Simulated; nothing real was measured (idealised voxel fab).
process module | voxel self aligned vias
The figure presents cross-section cut, which has a width of 240 nm and is divided into square cells with an edge length of 5 nm.
Cross-section spec: square-cell grid; bands listed top down; each band is one or more rows. Top height, bottom height, nm. Materials left to right, width each, nm. Single material + "all across" = fills band edge to edge. "empty" = empty. Heights are reckoned from 0. Under this level, the received wafer is all of one material. The bottommost band is open-ended downward, for example "0 and below". So if you see something like "30 to 40" for the width, read it as the top row of the band sitting at the first number and the bottom row at the second, with every row in between moving by the same amount as the last. Step marked "remains unaltered"? Then no cell in the cross-section changed in it. So "Closed void table" is basically the list of trapped voids: any empty space of 8 cells or more that can't reach the top through an opening. They're written width x height at distance, the distance being from the left edge, and it's all nm. Step line, after settings: the simulator's comment on this step. Each step line may optionally specify "overlay nm", which for a step with a mask gives the rightward distance between the mask's planned place and where it lay, a negative value indicating the leftward direction.
Here's what the planned process steps look like
1: op RECEIVE | material Si
2: op CONFORMAL_DEP | material SiO2 | thk nm 15
3: op CONFORMAL_DEP | material SiCN | thk nm 5
4: op DIRECTIONAL_DEP | material lowk | thk nm 25
5: op MASKED_ETCH | tone open | mask id LINES | width nm 30 | pitch nm 65 | etch materials lowk | depth nm 25 | overlay nm 0
6: op CONFORMAL_DEP | material TiN | thk nm 5
7: op FILL_DEP | material W | thk nm 10
8: op CMP | height nm 45
9: op SELECTIVE_ETCH | etch materials W Ru TiN | depth nm 10
10: op FILL_DEP | material SiN | thk nm 5
11: op CMP | height nm 45
12: op DIRECTIONAL_DEP | material lowk | thk nm 20
13: op PATTERN | tone open | mask id VIAS | material resist | width nm 40 | pitch nm 65 | thk nm 15 | overlay nm 0
14: op DIRECTIONAL_ETCH | etch materials lowk | depth nm 20
15: op DIRECTIONAL_ETCH | etch materials SiN | depth nm 10
16: op STRIP | etch materials resist
17: op CONFORMAL_DEP | material TiN | thk nm 5
18: op FILL_DEP | material Cu | thk nm 5
19: op CMP | height nm 65
20: op CONFORMAL_DEP | material SiCN | thk nm 5
Wafer as received: cross-section following step 1
- 0 and below = Si all across
- Closed void table: none
The first of the two wafers as seen in cross-section once the module was finished; processing followed the plan
- 70 down to 65 = SiCN all across
- 65 down to 50 = 35 lowk; 5 TiN; 30 Cu; 5 TiN; 25 lowk; 5 TiN; 30 Cu; 5 TiN; 25 lowk; 5 TiN; 30 Cu; 5 TiN; 35 lowk
- 50 down to 40 = 35 to 40 lowk; 10 to 5 TiN; 20 Cu; 10 to 5 TiN; 25 to 35 lowk; 10 to 5 TiN; 20 Cu; 10 to 5 TiN; 25 to 35 lowk; 10 to 5 TiN; 20 Cu; 10 to 5 TiN; 35 to 40 lowk
- 40 down to 35 = 40 lowk; 30 TiN; 35 lowk; 30 TiN; 35 lowk; 30 TiN; 40 lowk
- 35 down to 25 = 40 lowk; 5 TiN; 20 W; 5 TiN; 35 lowk; 5 TiN; 20 W; 5 TiN; 35 lowk; 5 TiN; 20 W; 5 TiN; 40 lowk
- 25 down to 20 = 40 lowk; 30 TiN; 35 lowk; 30 TiN; 35 lowk; 30 TiN; 40 lowk
- 20 down to 15 = SiCN all across
- 15 down to 0 = SiO2 all across
- 0 and below = Si all across
- Closed void table: none
Cross-sectional image of the second wafer of the two following completion of the module. Starting state and process plan were the same as for the first wafer; one execution error occurred
- 70 down to 65 = SiCN all across
- 65 down to 45 = 35 lowk; 5 TiN; 30 Cu; 5 TiN; 25 lowk; 5 TiN; 30 Cu; 5 TiN; 25 lowk; 5 TiN; 30 Cu; 5 TiN; 35 lowk
- 45 down to 40 = 35 SiN; 10 TiN; 20 Cu; 10 TiN; 25 SiN; 10 TiN; 20 Cu; 10 TiN; 25 SiN; 10 TiN; 20 Cu; 10 TiN; 35 SiN
- 40 down to 35 = 40 lowk; 30 TiN; 35 lowk; 30 TiN; 35 lowk; 30 TiN; 40 lowk
- 35 down to 20 = 40 lowk; 5 TiN; 20 W; 5 TiN; 35 lowk; 5 TiN; 20 W; 5 TiN; 35 lowk; 5 TiN; 20 W; 5 TiN; 40 lowk
- 20 down to 15 = 40 lowk; 30 TiN; 35 lowk; 30 TiN; 35 lowk; 30 TiN; 40 lowk
- 15 down to 0 = SiO2 all across
- 0 and below = Si all across
- Closed void table: none
Processing error: it should be noted that step 3 of the plan was omitted and was not performed
Wafer comparison, final, in cells, second relative to first, materials more or fewer: 6 more of Cu | 48 fewer of SiCN | 24 more of SiN | 6 more of TiN | 12 more of W
